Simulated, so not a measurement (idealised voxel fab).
process module | voxel transistor to metal
cross-section cut | 175 nm wide | cells 5 nm
A cross-section is a grid of square cells, given in bands from the top down. A band is one or more rows of cells.
Each band's line starts with the height of the band's top and of its bottom, in nm. Then come its materials from left to right, each with its width in nm. One material with "throughout" fills the band from edge to edge. "air" is empty space.
Height 0 is the level under which the wafer as received is all one material. The lowest band goes on downwards, as in "0 down".
A width such as "30 to 40" changes by the same amount from each row of cells to the next, from the band's top row to its bottom row.
"no change" after a step means that no cell of the cross-section changed.
closed voids: empty space of 8 cells or more with no open way to the top, each as width x height at its distance from the left edge, in nm
after a step's settings: what the simulator itself notes on the step
overlay nm, on a step with a mask: how far to the right of its planned place the mask lay; to the left if negative
plan
1 op RECEIVE | material Si
2 op OXIDIZE | depth nm 5
3 op CONFORMAL_DEP | material SiN | thk nm 15
4 op MASKED_ETCH | tone cover | mask id ACTIVE | width nm 105 | etch materials SiN | depth nm 15 | overlay nm 0
5 op MASKED_ETCH | tone cover | mask id ACTIVE | width nm 105 | etch materials SiO2 | depth nm 5 | overlay nm 0
6 op MASKED_ETCH | tone cover | mask id ACTIVE | width nm 105 | etch materials Si | depth nm 25 | overlay nm 0
7 op OXIDIZE | depth nm 5
8 op FILL_DEP | material SiO2 | thk nm 5
9 op CMP | height nm 15
10 op SELECTIVE_ETCH | etch materials SiO2 | depth nm 15
11 op STRIP | etch materials SiN
12 op SELECTIVE_ETCH | etch materials SiO2 | depth nm 5
13 op OXIDIZE | depth nm 5
14 op DIRECTIONAL_DEP | material polySi | thk nm 20
15 op DIRECTIONAL_DEP | material SiCN | thk nm 10
16 op DIRECTIONAL_DEP | material aC | thk nm 15
17 op PATTERN | tone cover | mask id GATE | material resist | width nm 35 | thk nm 35 | overlay nm 0
18 op DIRECTIONAL_ETCH | etch materials aC | depth nm 15
19 op STRIP | etch materials resist
20 op DIRECTIONAL_ETCH | etch materials SiCN | depth nm 20
21 op DIRECTIONAL_ETCH | etch materials polySi | depth nm 30
22 op STRIP | etch materials aC
23 op CONFORMAL_DEP | material SiN | thk nm 5
24 op DIRECTIONAL_ETCH | etch materials SiN | depth nm 5
25 op DIRECTIONAL_ETCH | etch materials SiO2 | depth nm 5
26 op DIRECTIONAL_ETCH | etch materials Si | depth nm 10
27 op EPI | material SiGe | thk nm 15
28 op FILL_DEP | material SiO2 | thk nm 5
29 op CMP | height nm 15
30 op STRIP | etch materials polySi
31 op SELECTIVE_ETCH | etch materials SiO2 | depth nm 5
32 op CONFORMAL_DEP | material HfO2 | thk nm 5
33 op CONFORMAL_DEP | material TiN | thk nm 5
34 op FILL_DEP | material W | thk nm 5
35 op CMP | height nm 10
36 op DIRECTIONAL_DEP | material SiO2 | thk nm 15
37 op MASKED_ETCH | tone open | mask id CONTACT | width nm 15 | pitch nm 80 | etch materials SiO2 | depth nm 30 | overlay nm 0
38 op CONFORMAL_DEP | material TiN | thk nm 5
39 op FILL_DEP | material W | thk nm 5
40 op CMP | height nm 25
41 op DIRECTIONAL_DEP | material TiN | thk nm 5
42 op DIRECTIONAL_DEP | material W | thk nm 15
43 op MASKED_ETCH | tone cover | mask id METAL_1 | width nm 15 | pitch nm 80 | etch materials W | depth nm 15 | overlay nm 0
44 op MASKED_ETCH | tone cover | mask id METAL_1 | width nm 15 | pitch nm 80 | etch materials TiN | depth nm 5 | overlay nm 0
45 op CONFORMAL_DEP | material SiCN | thk nm 5
46 op FILL_DEP | material lowk | thk nm 5
47 op CMP | height nm 45
48 op CONFORMAL_DEP | material SiCN | thk nm 5
49 op DIRECTIONAL_DEP | material SiO2 | thk nm 30
50 op PATTERN | tone open | mask id METAL_2 | material resist | width nm 15 | pitch nm 80 | thk nm 15 | overlay nm 0
51 op DIRECTIONAL_ETCH | etch materials SiO2 | depth nm 15
52 op STRIP | etch materials resist
53 op DIRECTIONAL_DEP | material aC | thk nm 10
54 op PATTERN | tone open | mask id METAL_2_HOLES | material resist | width nm 15 | pitch nm 80 | thk nm 30 | overlay nm 0
55 op DIRECTIONAL_ETCH | etch materials aC | depth nm 10
56 op STRIP | etch materials resist
57 op DIRECTIONAL_ETCH | etch materials SiO2 | depth nm 15
58 op DIRECTIONAL_ETCH | etch materials SiCN | depth nm 5
59 op STRIP | etch materials aC
60 op CONFORMAL_DEP | material TiN | thk nm 5
61 op FILL_DEP | material Cu | thk nm 10
62 op CMP | height nm 80
63 op CONFORMAL_DEP | material SiCN | thk nm 5
as received, after step 1
  0 down: Si throughout
  closed voids: none
a wafer at the end: this start, this plan, one mistake
  85 to 80: SiCN throughout
  80 to 50: SiO2 40 | TiN 5 | Cu 5 | TiN 5 | SiO2 65 | TiN 5 | Cu 5 | TiN 5 | SiO2 40
  50 to 45: SiCN 40 | TiN 15 | SiCN 65 | TiN 15 | SiCN 40
  45 to 40: lowk 35 | SiCN 25 | lowk 55 | SiCN 25 | lowk 35
  40 to 25: lowk 35 | SiCN 5 | W 15 | SiCN 5 | lowk 55 | SiCN 5 | W 15 | SiCN 5 | lowk 35
  25 to 20: SiCN 40 | TiN 15 | SiCN 65 | TiN 15 | SiCN 40
  20 to 10: SiO2 40 | TiN 5 | W 5 | TiN 5 | SiO2 65 | TiN 5 | W 5 | TiN 5 | SiO2 40
  10 to 5: SiO2 40 | TiN 15 | SiO2 10 | SiN 5 | HfO2 5 | TiN 5 | W 15 | TiN 5 | HfO2 5 | SiN 5 | SiO2 10 | TiN 15 | SiO2 40
  5 to 0: SiO2 40 | TiN 10 | SiGe 15 | SiN 5 | HfO2 5 | TiN 5 | W 15 | TiN 5 | HfO2 5 | SiN 5 | SiGe 15 | TiN 10 | SiO2 40
  0 to -5: SiO2 40 | TiN 10 | SiGe 15 | SiN 5 | HfO2 5 | TiN 25 | HfO2 5 | SiN 5 | SiGe 15 | TiN 10 | SiO2 40
  -5 to -10: SiO2 35 | SiGe 30 | HfO2 45 | SiGe 30 | SiO2 35
  -10 to -20: SiO2 40 | SiGe 25 | Si 45 | SiGe 25 | SiO2 40
  -20 to -35: SiO2 40 | Si 95 | SiO2 40
  -35 down: Si throughout
  closed voids: none
what went wrong: step 40 ran as: op CMP | height nm 20
